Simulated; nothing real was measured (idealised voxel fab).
The following process module bears the name voxel gate over fins.
For reference, the cross-section in this document is cut, with width 270 nm and square cells of 5 nm.
Just so we're on the same page, the cross-sections are grids of square cells, and they're listed out in bands top to bottom, each band one or more rows deep. Each band's line starts with the height of the band's top and of its bottom, in nm. Then come its materials from left to right, each with its width in nm. One material with "edge to edge" fills the band from edge to edge. "blank" is empty space. Heights are expressed relative to 0, this being the level below which the as-received wafer comprises one material exclusively. The lowest band is unbounded in the downward direction and is denoted as in "z 0 and below". Per-row width for "30->40": begins at first number (top row of band), ends at second number (bottom row), increment between rows held constant. Basically "no alteration" means that step didn't change any cell in the cross-section. Look at "Voids lacking openings" for the closed voids: empty spaces with no open path to the top, sized 8 cells or up. Each is width x height at distance, distance from the left edge, all nm. That trailing text on a step's line, after the settings, is the simulator's own remark on the step. "overlay nm", when on a step's line for a step with a mask, measures how far to the right of its planned place the mask lay; a negative measure means to the left. Each of the pairs that make up the rest of this document says: here is the cross-section before one process step, here is the cross-section after it, drawn only down to the lowest band that changed, and here, under the pair, is the step lying between them with its settings. Different pairs may come from different runs of this module on the same starting wafer, so a pair continues from the pair above it only where its entry headed "Before this step" says so.
-- Before this step
	z 5 to 0 | blank (45)  SiN (15)  blank (10)  SiO2 (15)  blank (15)  SiN (15)  blank (40)  SiN (15)  blank (40)  SiN (15)  blank (45)
	z 0 to -30 | blank (45)  SiO2 (5)  Si (5)  SiO2 (5)  blank (10)  SiO2 (15)  blank (15)  SiO2 (5)  Si (5)  SiO2 (5)  blank (40)  SiO2 (5)  Si (5)  SiO2 (5)  blank (40)  SiO2 (5)  Si (5)  SiO2 (5)  blank (45)
	z -30 to -40 | SiO2 (50)  Si (5)  SiO2 (50)  Si (5)  SiO2 (50)  Si (5)  SiO2 (50)  Si (5)  SiO2 (50)
	z -40 and below | Si edge to edge
	Voids lacking openings: none
-- Step Result
	z 10 to 5 | blank (40)  TiN (50)  blank (5)  TiN (25)  blank (30)  TiN (25)  blank (30)  TiN (25)  blank (40)
	z 5 to 0 | blank (40)  TiN (5)  SiN (15)  TiN (10)  SiO2 (15)  TiN (5)  blank (5)  TiN (5)  SiN (15)  TiN (5)  blank (30)  TiN (5)  SiN (15)  TiN (5)  blank (30)  TiN (5)  SiN (15)  TiN (5)  blank (40)
	z 0 to -25 | blank (40)  TiN (5)  SiO2 (5)  Si (5)  SiO2 (5)  TiN (10)  SiO2 (15)  TiN (5)  blank (5)  TiN (5)  SiO2 (5)  Si (5)  SiO2 (5)  TiN (5)  blank (30)  TiN (5)  SiO2 (5)  Si (5)  SiO2 (5)  TiN (5)  blank (30)  TiN (5)  SiO2 (5)  Si (5)  SiO2 (5)  TiN (5)  blank (40)
	z -25 to -30 | TiN (45)  SiO2 (5)  Si (5)  SiO2 (5)  TiN (10)  SiO2 (15)  TiN (15)  SiO2 (5)  Si (5)  SiO2 (5)  TiN (40)  SiO2 (5)  Si (5)  SiO2 (5)  TiN (40)  SiO2 (5)  Si (5)  SiO2 (5)  TiN (45)
	Lower than -30, everything is as it was.
	Voids lacking openings: none
Upper to lower cross-section via CONFORMAL_DEP, material TiN, thk nm 5
Before this step: per the after cross-section of the pair just above.
-- Step Result
	z 15 to 10 | Ru edge to edge
	z 10 to 5 | Ru (40)  TiN (50)  Ru (5)  TiN (25)  Ru (30)  TiN (25)  Ru (30)  TiN (25)  Ru (40)
	z 5 to 0 | Ru (40)  TiN (5)  SiN (15)  TiN (10)  SiO2 (15)  TiN (5)  Ru (5)  TiN (5)  SiN (15)  TiN (5)  Ru (30)  TiN (5)  SiN (15)  TiN (5)  Ru (30)  TiN (5)  SiN (15)  TiN (5)  Ru (40)
	z 0 to -25 | Ru (40)  TiN (5)  SiO2 (5)  Si (5)  SiO2 (5)  TiN (10)  SiO2 (15)  TiN (5)  Ru (5)  TiN (5)  SiO2 (5)  Si (5)  SiO2 (5)  TiN (5)  Ru (30)  TiN (5)  SiO2 (5)  Si (5)  SiO2 (5)  TiN (5)  Ru (30)  TiN (5)  SiO2 (5)  Si (5)  SiO2 (5)  TiN (5)  Ru (40)
	Lower than -25, everything is as it was.
	Voids lacking openings: none
Upper to lower cross-section via FILL_DEP, material Ru, thk nm 5
Before this step: per the after cross-section of the pair just above.
-- Step Result
	z 5 to 0 | Ru (40)  TiN (5)  SiN (15)  TiN (10)  SiO2 (15)  TiN (5)  Ru (5)  TiN (5)  SiN (15)  TiN (5)  Ru (30)  TiN (5)  SiN (15)  TiN (5)  Ru (30)  TiN (5)  SiN (15)  TiN (5)  Ru (40)
	Lower than 0, everything is as it was.
	Voids lacking openings: none
Upper to lower cross-section via CMP, height nm 5
Before this step: per the after cross-section of the pair just above.
-- Step Result
	z 5 to 0 | blank (45)  SiN (15)  blank (10)  SiO2 (15)  blank (15)  SiN (15)  blank (40)  SiN (15)  blank (40)  SiN (15)  blank (45)
	z 0 to -15 | blank (45)  SiO2 (5)  Si (5)  SiO2 (5)  blank (10)  SiO2 (15)  blank (15)  SiO2 (5)  Si (5)  SiO2 (5)  blank (40)  SiO2 (5)  Si (5)  SiO2 (5)  blank (40)  SiO2 (5)  Si (5)  SiO2 (5)  blank (45)
	Lower than -15, everything is as it was.
	Voids lacking openings: none
Upper to lower cross-section via SELECTIVE_ETCH, etch materials W Ru TiN, depth nm 20
Before this step: per the after cross-section of the pair just above.
-- Step Result
	z 10 to 5 | SiO2 edge to edge
	z 5 to 0 | SiO2 (45)  SiN (15)  SiO2 (40)  SiN (15)  SiO2 (40)  SiN (15)  SiO2 (40)  SiN (15)  SiO2 (45)
	z 0 to -15 | SiO2 (50)  Si (5)  SiO2 (50)  Si (5)  SiO2 (50)  Si (5)  SiO2 (50)  Si (5)  SiO2 (50)
	Lower than -15, everything is as it was.
	Voids lacking openings: none
Upper to lower cross-section via FILL_DEP, material SiO2, thk nm 5
Before this step: per the after cross-section of the pair just above.
-- Step Result
	z 5 to 0 | SiO2 (45)  SiN (15)  SiO2 (40)  SiN (15)  SiO2 (40)  SiN (15)  SiO2 (40)  SiN (15)  SiO2 (45)
	Lower than 0, everything is as it was.
	Voids lacking openings: none
Upper to lower cross-section via CMP, height nm 5
Before this step: per the after cross-section of the pair just above.
-- Step Result
	z 5 to 0 | blank (45)  SiN (15)  blank (40)  SiN (15)  blank (40)  SiN (15)  blank (40)  SiN (15)  blank (45)
	z 0 to -10 | blank (50)  Si (5)  blank (50)  Si (5)  blank (50)  Si (5)  blank (50)  Si (5)  blank (50)
	Lower than -10, everything is as it was.
	Voids lacking openings: none
Upper to lower cross-section via SELECTIVE_ETCH, etch materials SiO2, depth nm 15
Before this step: per the after cross-section of the pair just above.
-- Step Result
	z 0 to -10 | blank (50)  Si (5)  blank (50)  Si (5)  blank (50)  Si (5)  blank (50)  Si (5)  blank (50)
	Lower than -10, everything is as it was.
	Voids lacking openings: none
Upper to lower cross-section via STRIP, etch materials SiN
Before this step: per the after cross-section of the pair just above.
-- Step Result
	z 5 to 0 | blank (45)  HfO2 (15)  blank (40)  HfO2 (15)  blank (40)  HfO2 (15)  blank (40)  HfO2 (15)  blank (45)
	z 0 to -5 | blank (45)  HfO2 (5)  Si (5)  HfO2 (5)  blank (40)  HfO2 (5)  Si (5)  HfO2 (5)  blank (40)  HfO2 (5)  Si (5)  HfO2 (5)  blank (40)  HfO2 (5)  Si (5)  HfO2 (5)  blank (45)
	z -5 to -10 | HfO2 (50)  Si (5)  HfO2 (50)  Si (5)  HfO2 (50)  Si (5)  HfO2 (50)  Si (5)  HfO2 (50)
	Lower than -10, everything is as it was.
	Voids lacking openings: none
Upper to lower cross-section via CONFORMAL_DEP, material HfO2, thk nm 5
Before this step: per the after cross-section of the pair just above.
-- Step Result
	z 10 to 5 | blank (40)  TiN (25)  blank (30)  TiN (25)  blank (30)  TiN (25)  blank (30)  TiN (25)  blank (40)
	z 5 to 0 | blank (40)  TiN (5)  HfO2 (15)  TiN (5)  blank (30)  TiN (5)  HfO2 (15)  TiN (5)  blank (30)  TiN (5)  HfO2 (15)  TiN (5)  blank (30)  TiN (5)  HfO2 (15)  TiN (5)  blank (40)
	z 0 to -5 | TiN (45)  HfO2 (5)  Si (5)  HfO2 (5)  TiN (40)  HfO2 (5)  Si (5)  HfO2 (5)  TiN (40)  HfO2 (5)  Si (5)  HfO2 (5)  TiN (40)  HfO2 (5)  Si (5)  HfO2 (5)  TiN (45)
	Lower than -5, everything is as it was.
	Voids lacking openings: none
Upper to lower cross-section via CONFORMAL_DEP, material TiN, thk nm 5
Before this step: per the after cross-section of the pair just above.
-- Step Result
	z 25 to 10 | W edge to edge
	z 10 to 5 | W (40)  TiN (25)  W (30)  TiN (25)  W (30)  TiN (25)  W (30)  TiN (25)  W (40)
	z 5 to 0 | W (40)  TiN (5)  HfO2 (15)  TiN (5)  W (30)  TiN (5)  HfO2 (15)  TiN (5)  W (30)  TiN (5)  HfO2 (15)  TiN (5)  W (30)  TiN (5)  HfO2 (15)  TiN (5)  W (40)
	Lower than 0, everything is as it was.
	Voids lacking openings: none
Upper to lower cross-section via FILL_DEP, material W, thk nm 15
Before this step: per the after cross-section of the pair just above.
-- Step Result
	z 20 to 10 | W edge to edge
	Lower than 10, everything is as it was.
	Voids lacking openings: none
Upper to lower cross-section via CMP, height nm 20
Before this step: per the after cross-section of the pair just above.
-- Step Result
	z 25 to 20 | SiCN edge to edge
	Lower than 20, everything is as it was.
	Voids lacking openings: none
Upper to lower cross-section via CONFORMAL_DEP, material SiCN, thk nm 5
